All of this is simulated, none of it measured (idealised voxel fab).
The following is a process module called voxel self aligned vias.
Cross-section cut spans 225 nm and uses square cells 5 nm in size.
Format of a cross-section: grid, square cells. Given as bands. Order: top down. Band: one or more rows of cells. Band: top and bottom heights (nm) first, top before bottom; then materials from left to right, widths in nm. "edge to edge" marks a sole material filling the band edge to edge. "empty" denotes empty space. Ref level 0: as-received wafer is one material below here. Bottom band extends down with no lower bound ("0 nm and below"). Graded width ("30->40"): value in top row of band = first number; value in bottom row = second number; row-to-row change constant. You'll sometimes find "no change" written for a step, and that's the way of saying that nowhere in the cross-section did a cell change during that step. "Completely enclosed voids" - sealed voids, min. 8 cells, no opening to top; format: width x height at distance (distance from left edge; nm throughout). Note: text after step settings on the step line = simulator remark on that step. overlay nm: for a step with a mask, the amount by which the mask lay right of where it was planned; a negative amount means left of it.
# The planned process steps are enumerated hereunder
- 1: RECEIVE [material Si]
- 2: CONFORMAL_DEP [material SiO2] [thk nm 15]
- 3: CONFORMAL_DEP [material SiCN] [thk nm 5]
- 4: DIRECTIONAL_DEP [material SiO2] [thk nm 20]
- 5: DIRECTIONAL_DEP [material aC] [thk nm 10]
- 6: PATTERN [tone open] [mask id LINES] [material resist] [width nm 20] [pitch nm 45] [thk nm 25] [overlay nm 0]
- 7: DIRECTIONAL_ETCH [etch materials aC] [depth nm 10]
- 8: STRIP [etch materials resist]
- 9: DIRECTIONAL_ETCH [etch materials SiO2] [depth nm 20]
- 10: STRIP [etch materials aC]
- 11: CONFORMAL_DEP [material TiN] [thk nm 5]
- 12: FILL_DEP [material Ru] [thk nm 10]
- 13: CMP [height nm 40]
- 14: SELECTIVE_ETCH [etch materials W Ru TiN] [depth nm 5]
- 15: FILL_DEP [material SiN] [thk nm 10]
- 16: CMP [height nm 40]
- 17: DIRECTIONAL_DEP [material SiO2] [thk nm 20]
- 18: MASKED_ETCH [tone open] [mask id VIAS] [width nm 30] [etch materials SiO2] [depth nm 20] [overlay nm 0]
- 19: MASKED_ETCH [tone open] [mask id VIAS] [width nm 30] [etch materials SiN] [depth nm 5] [overlay nm 0]
- 20: CONFORMAL_DEP [material TiN] [thk nm 5]
- 21: FILL_DEP [material Ru] [thk nm 5]
- 22: CMP [height nm 60]
- 23: CONFORMAL_DEP [material SiCN] [thk nm 5]
# Cross-section: wafer on arrival = after step 1
0 nm and below | Si edge to edge
Completely enclosed voids: none
# Cross-section: first of two wafers, module finished, run according to plan
65 nm to 60 nm | SiCN edge to edge
60 nm to 45 nm | 75 nm SiO2 / 5 nm TiN / 20 nm Ru / 5 nm TiN / 120 nm SiO2
45 nm to 40 nm | 75 nm SiO2 / 10 nm TiN / 10 nm Ru / 10 nm TiN / 120 nm SiO2
40 nm to 35 nm | 80 nm SiO2 / 20 nm TiN / 25 nm SiO2 / 20 nm SiN / 80 nm SiO2
35 nm to 25 nm | 80 nm SiO2 / 5 nm TiN / 10 nm Ru / 5 nm TiN / 25 nm SiO2 / 5 nm TiN / 10 nm Ru / 5 nm TiN / 80 nm SiO2
25 nm to 20 nm | 80 nm SiO2 / 20 nm TiN / 25 nm SiO2 / 20 nm TiN / 80 nm SiO2
20 nm to 15 nm | SiCN edge to edge
15 nm to 0 nm | SiO2 edge to edge
0 nm and below | Si edge to edge
Completely enclosed voids: none
# Wafer two cross-section, module end. Start and plan unchanged from wafer one; one mistake made during the run
65 nm to 60 nm | SiCN edge to edge
60 nm to 45 nm | 75 nm SiO2 / 5 nm TiN / 20 nm Ru / 5 nm TiN / 120 nm SiO2
45 nm to 40 nm | 75 nm SiO2 / 10 nm TiN / 10 nm Ru / 10 nm TiN / 120 nm SiO2
40 nm to 35 nm | 80 nm SiO2 / 20 nm TiN / 25 nm SiO2 / 20 nm SiN / 80 nm SiO2
35 nm to 30 nm | SiCN edge to edge
30 nm to 0 nm | SiO2 edge to edge
0 nm and below | Si edge to edge
Completely enclosed voids: none
The plan and the run diverged here: in the plan, step 2 was performed twice
Final cells, second wafer relative to first, materials higher or lower: -8 Ru | +24 SiO2 | -16 TiN
